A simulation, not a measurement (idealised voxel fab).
Name of the process module below: voxel trench capacitor
Cross-section cut: width 175 nm, square cells of 5 nm.
Format of a cross-section: grid, square cells. Given as bands. Order: top down. Band: one or more rows of cells. Within each band entry, the heights of the top and of the bottom of the band appear first, in that order and in nm; the materials of the band then follow from left to right, each with its corresponding width in nm. The designation "throughout" on a single material indicates that it fills the band from edge to edge; the designation "blank" indicates empty space. Beneath 0, the wafer as received is one material, and that level is where height counting begins. The lowest band goes on downward without a bottom; it is written like "z 0 and below". A width given as "30..40" starts at the first number in the band's top row and ends at the second number in its bottom row, shifting by an equal amount at every step from row to row. A step reported as "no alterations made" is a step in which no cell of the cross-section changed. If an empty space has no open way to the top and is at least 8 cells in size, "Cavities, closed" lists it, written width x height at distance, where distance is measured from the left edge and every value is in nm. after a step's settings: what the simulator itself notes on the step. What "overlay nm" on a step's line means: if the step has a mask, that mask lay this far to the right of its planned place, or, when the value is negative, to the left.

STEPS PLANNED FOR THE PROCESS
step 1: RECEIVE (material Si)
step 2: CONFORMAL_DEP (material SiN; thk nm 10)
step 3: DIRECTIONAL_DEP (material aC; thk nm 15)
step 4: PATTERN (tone open; mask id TRENCH; material resist; width nm 25; pitch nm 55; thk nm 35; overlay nm 0)
step 5: DIRECTIONAL_ETCH (etch materials aC; depth nm 15)
step 6: STRIP (etch materials resist)
step 7: DIRECTIONAL_ETCH (etch materials SiN; depth nm 10)
step 8: DIRECTIONAL_ETCH (etch materials Si; depth nm 25)
step 9: STRIP (etch materials aC)
step 10: CONFORMAL_DEP (material Al2O3; thk nm 5)
step 11: CONFORMAL_DEP (material TiN; thk nm 5)
step 12: FILL_DEP (material W; thk nm 10)
step 13: CMP (height nm 10)

FIRST WAFER, AS PLANNED

CROSS-SECTION, INCOMING MATERIAL, AFTER STEP 1
  z 0 and below = Si throughout
  Cavities, closed: none

CROSS-SECTION OF THE WAFER AFTER STEP 2
  z 10 to 0 = SiN throughout
  No changes below 0.

CROSS-SECTION OF THE WAFER AFTER STEP 3
  z 25 to 10 = aC throughout
  No changes below 10.

CROSS-SECTION OF THE WAFER AFTER STEP 4
  z 60 to 25 = 45 of resist; 25 of blank; 30 of resist; 25 of blank; 50 of resist
  No changes below 25.

CROSS-SECTION OF THE WAFER AFTER STEP 5
  z 45 to 25 = 45 of resist; 25 of blank; 30 of resist; 25 of blank; 50 of resist
  z 25 to 10 = 45 of aC; 25 of blank; 30 of aC; 25 of blank; 50 of aC
  No changes below 10.

CROSS-SECTION OF THE WAFER AFTER STEP 6
  z 25 to 10 = 45 of aC; 25 of blank; 30 of aC; 25 of blank; 50 of aC
  No changes below 10.

CROSS-SECTION OF THE WAFER AFTER STEP 7
  z 25 to 10 = 45 of aC; 25 of blank; 30 of aC; 25 of blank; 50 of aC
  z 10 to 0 = 45 of SiN; 25 of blank; 30 of SiN; 25 of blank; 50 of SiN
  No changes below 0.

CROSS-SECTION OF THE WAFER AFTER STEP 8
  z 25 to 10 = 45 of aC; 25 of blank; 30 of aC; 25 of blank; 50 of aC
  z 10 to 0 = 45 of SiN; 25 of blank; 30 of SiN; 25 of blank; 50 of SiN
  z 0 to -25 = 45 of Si; 25 of blank; 30 of Si; 25 of blank; 50 of Si
  No changes below -25.

CROSS-SECTION OF THE WAFER AFTER STEP 9
  z 10 to 0 = 45 of SiN; 25 of blank; 30 of SiN; 25 of blank; 50 of SiN
  No changes below 0.

CROSS-SECTION OF THE WAFER AFTER STEP 10
  z 15 to 10 = 50 of Al2O3; 15 of blank; 40 of Al2O3; 15 of blank; 55 of Al2O3
  z 10 to 0 = 45 of SiN; 5 of Al2O3; 15 of blank; 5 of Al2O3; 30 of SiN; 5 of Al2O3; 15 of blank; 5 of Al2O3; 50 of SiN
  z 0 to -20 = 45 of Si; 5 of Al2O3; 15 of blank; 5 of Al2O3; 30 of Si; 5 of Al2O3; 15 of blank; 5 of Al2O3; 50 of Si
  z -20 to -25 = 45 of Si; 25 of Al2O3; 30 of Si; 25 of Al2O3; 50 of Si
  No changes below -25.

CROSS-SECTION OF THE WAFER AFTER STEP 11
  z 20 to 15 = 55 of TiN; 5 of blank; 50 of TiN; 5 of blank; 60 of TiN
  z 15 to 10 = 50 of Al2O3; 5 of TiN; 5 of blank; 5 of TiN; 40 of Al2O3; 5 of TiN; 5 of blank; 5 of TiN; 55 of Al2O3
  z 10 to 0 = 45 of SiN; 5 of Al2O3; 5 of TiN; 5 of blank; 5 of TiN; 5 of Al2O3; 30 of SiN; 5 of Al2O3; 5 of TiN; 5 of blank; 5 of TiN; 5 of Al2O3; 50 of SiN
  z 0 to -15 = 45 of Si; 5 of Al2O3; 5 of TiN; 5 of blank; 5 of TiN; 5 of Al2O3; 30 of Si; 5 of Al2O3; 5 of TiN; 5 of blank; 5 of TiN; 5 of Al2O3; 50 of Si
  z -15 to -20 = 45 of Si; 5 of Al2O3; 15 of TiN; 5 of Al2O3; 30 of Si; 5 of Al2O3; 15 of TiN; 5 of Al2O3; 50 of Si
  No changes below -20.

CROSS-SECTION OF THE WAFER AFTER STEP 12
  z 30 to 20 = W throughout
  z 20 to 15 = 55 of TiN; 5 of W; 50 of TiN; 5 of W; 60 of TiN
  z 15 to 10 = 50 of Al2O3; 5 of TiN; 5 of W; 5 of TiN; 40 of Al2O3; 5 of TiN; 5 of W; 5 of TiN; 55 of Al2O3
  z 10 to 0 = 45 of SiN; 5 of Al2O3; 5 of TiN; 5 of W; 5 of TiN; 5 of Al2O3; 30 of SiN; 5 of Al2O3; 5 of TiN; 5 of W; 5 of TiN; 5 of Al2O3; 50 of SiN
  z 0 to -15 = 45 of Si; 5 of Al2O3; 5 of TiN; 5 of W; 5 of TiN; 5 of Al2O3; 30 of Si; 5 of Al2O3; 5 of TiN; 5 of W; 5 of TiN; 5 of Al2O3; 50 of Si
  No changes below -15.

CROSS-SECTION OF THE WAFER AFTER STEP 13
  z 10 to 0 = 45 of SiN; 5 of Al2O3; 5 of TiN; 5 of W; 5 of TiN; 5 of Al2O3; 30 of SiN; 5 of Al2O3; 5 of TiN; 5 of W; 5 of TiN; 5 of Al2O3; 50 of SiN
  No changes below 0.

HERE THE SECOND WAFER IS DESCRIBED. ITS START AND ITS PLAN WERE THOSE OF THE FIRST WAFER. ITS RUN CONTAINED ONE MISTAKE. UP TO AND INCLUDING STEP 3, IT DID EXACTLY WHAT THE FIRST WAFER DID

CROSS-SECTIONAL REPRESENTATION OF THE SECOND WAFER AT THE TIME DESIGNATED IN THE PLAN FOR THE COMPLETION OF STEP 4
  z 60 to 25 = 55 of resist; 25 of blank; 30 of resist; 25 of blank; 40 of resist
  No changes below 25.

CROSS-SECTIONAL REPRESENTATION OF THE SECOND WAFER AT THE TIME DESIGNATED IN THE PLAN FOR THE COMPLETION OF STEP 5
  z 45 to 25 = 55 of resist; 25 of blank; 30 of resist; 25 of blank; 40 of resist
  z 25 to 10 = 55 of aC; 25 of blank; 30 of aC; 25 of blank; 40 of aC
  No changes below 10.

CROSS-SECTIONAL REPRESENTATION OF THE SECOND WAFER AT THE TIME DESIGNATED IN THE PLAN FOR THE COMPLETION OF STEP 6
  z 25 to 10 = 55 of aC; 25 of blank; 30 of aC; 25 of blank; 40 of aC
  No changes below 10.

CROSS-SECTIONAL REPRESENTATION OF THE SECOND WAFER AT THE TIME DESIGNATED IN THE PLAN FOR THE COMPLETION OF STEP 7
  z 25 to 10 = 55 of aC; 25 of blank; 30 of aC; 25 of blank; 40 of aC
  z 10 to 0 = 55 of SiN; 25 of blank; 30 of SiN; 25 of blank; 40 of SiN
  No changes below 0.

CROSS-SECTIONAL REPRESENTATION OF THE SECOND WAFER AT THE TIME DESIGNATED IN THE PLAN FOR THE COMPLETION OF STEP 8
  z 25 to 10 = 55 of aC; 25 of blank; 30 of aC; 25 of blank; 40 of aC
  z 10 to 0 = 55 of SiN; 25 of blank; 30 of SiN; 25 of blank; 40 of SiN
  z 0 to -25 = 55 of Si; 25 of blank; 30 of Si; 25 of blank; 40 of Si
  No changes below -25.

CROSS-SECTIONAL REPRESENTATION OF THE SECOND WAFER AT THE TIME DESIGNATED IN THE PLAN FOR THE COMPLETION OF STEP 9
  z 10 to 0 = 55 of SiN; 25 of blank; 30 of SiN; 25 of blank; 40 of SiN
  No changes below 0.

CROSS-SECTIONAL REPRESENTATION OF THE SECOND WAFER AT THE TIME DESIGNATED IN THE PLAN FOR THE COMPLETION OF STEP 10
  z 15 to 10 = 60 of Al2O3; 15 of blank; 40 of Al2O3; 15 of blank; 45 of Al2O3
  z 10 to 0 = 55 of SiN; 5 of Al2O3; 15 of blank; 5 of Al2O3; 30 of SiN; 5 of Al2O3; 15 of blank; 5 of Al2O3; 40 of SiN
  z 0 to -20 = 55 of Si; 5 of Al2O3; 15 of blank; 5 of Al2O3; 30 of Si; 5 of Al2O3; 15 of blank; 5 of Al2O3; 40 of Si
  z -20 to -25 = 55 of Si; 25 of Al2O3; 30 of Si; 25 of Al2O3; 40 of Si
  No changes below -25.

CROSS-SECTIONAL REPRESENTATION OF THE SECOND WAFER AT THE TIME DESIGNATED IN THE PLAN FOR THE COMPLETION OF STEP 11
  z 20 to 15 = 65 of TiN; 5 of blank; 50 of TiN; 5 of blank; 50 of TiN
  z 15 to 10 = 60 of Al2O3; 5 of TiN; 5 of blank; 5 of TiN; 40 of Al2O3; 5 of TiN; 5 of blank; 5 of TiN; 45 of Al2O3
  z 10 to 0 = 55 of SiN; 5 of Al2O3; 5 of TiN; 5 of blank; 5 of TiN; 5 of Al2O3; 30 of SiN; 5 of Al2O3; 5 of TiN; 5 of blank; 5 of TiN; 5 of Al2O3; 40 of SiN
  z 0 to -15 = 55 of Si; 5 of Al2O3; 5 of TiN; 5 of blank; 5 of TiN; 5 of Al2O3; 30 of Si; 5 of Al2O3; 5 of TiN; 5 of blank; 5 of TiN; 5 of Al2O3; 40 of Si
  z -15 to -20 = 55 of Si; 5 of Al2O3; 15 of TiN; 5 of Al2O3; 30 of Si; 5 of Al2O3; 15 of TiN; 5 of Al2O3; 40 of Si
  No changes below -20.

CROSS-SECTIONAL REPRESENTATION OF THE SECOND WAFER AT THE TIME DESIGNATED IN THE PLAN FOR THE COMPLETION OF STEP 12
  z 30 to 20 = W throughout
  z 20 to 15 = 65 of TiN; 5 of W; 50 of TiN; 5 of W; 50 of TiN
  z 15 to 10 = 60 of Al2O3; 5 of TiN; 5 of W; 5 of TiN; 40 of Al2O3; 5 of TiN; 5 of W; 5 of TiN; 45 of Al2O3
  z 10 to 0 = 55 of SiN; 5 of Al2O3; 5 of TiN; 5 of W; 5 of TiN; 5 of Al2O3; 30 of SiN; 5 of Al2O3; 5 of TiN; 5 of W; 5 of TiN; 5 of Al2O3; 40 of SiN
  z 0 to -15 = 55 of Si; 5 of Al2O3; 5 of TiN; 5 of W; 5 of TiN; 5 of Al2O3; 30 of Si; 5 of Al2O3; 5 of TiN; 5 of W; 5 of TiN; 5 of Al2O3; 40 of Si
  No changes below -15.

CROSS-SECTIONAL REPRESENTATION OF THE SECOND WAFER AT THE TIME DESIGNATED IN THE PLAN FOR THE COMPLETION OF STEP 13
  z 10 to 0 = 55 of SiN; 5 of Al2O3; 5 of TiN; 5 of W; 5 of TiN; 5 of Al2O3; 30 of SiN; 5 of Al2O3; 5 of TiN; 5 of W; 5 of TiN; 5 of Al2O3; 40 of SiN
  No changes below 0.
Plan not followed: step 4 was not run as planned; what actually ran was PATTERN (tone open; mask id TRENCH; material resist; width nm 25; pitch nm 55; thk nm 35; overlay nm 10)
Both wafers, final: cells per material equal; arrangement not.
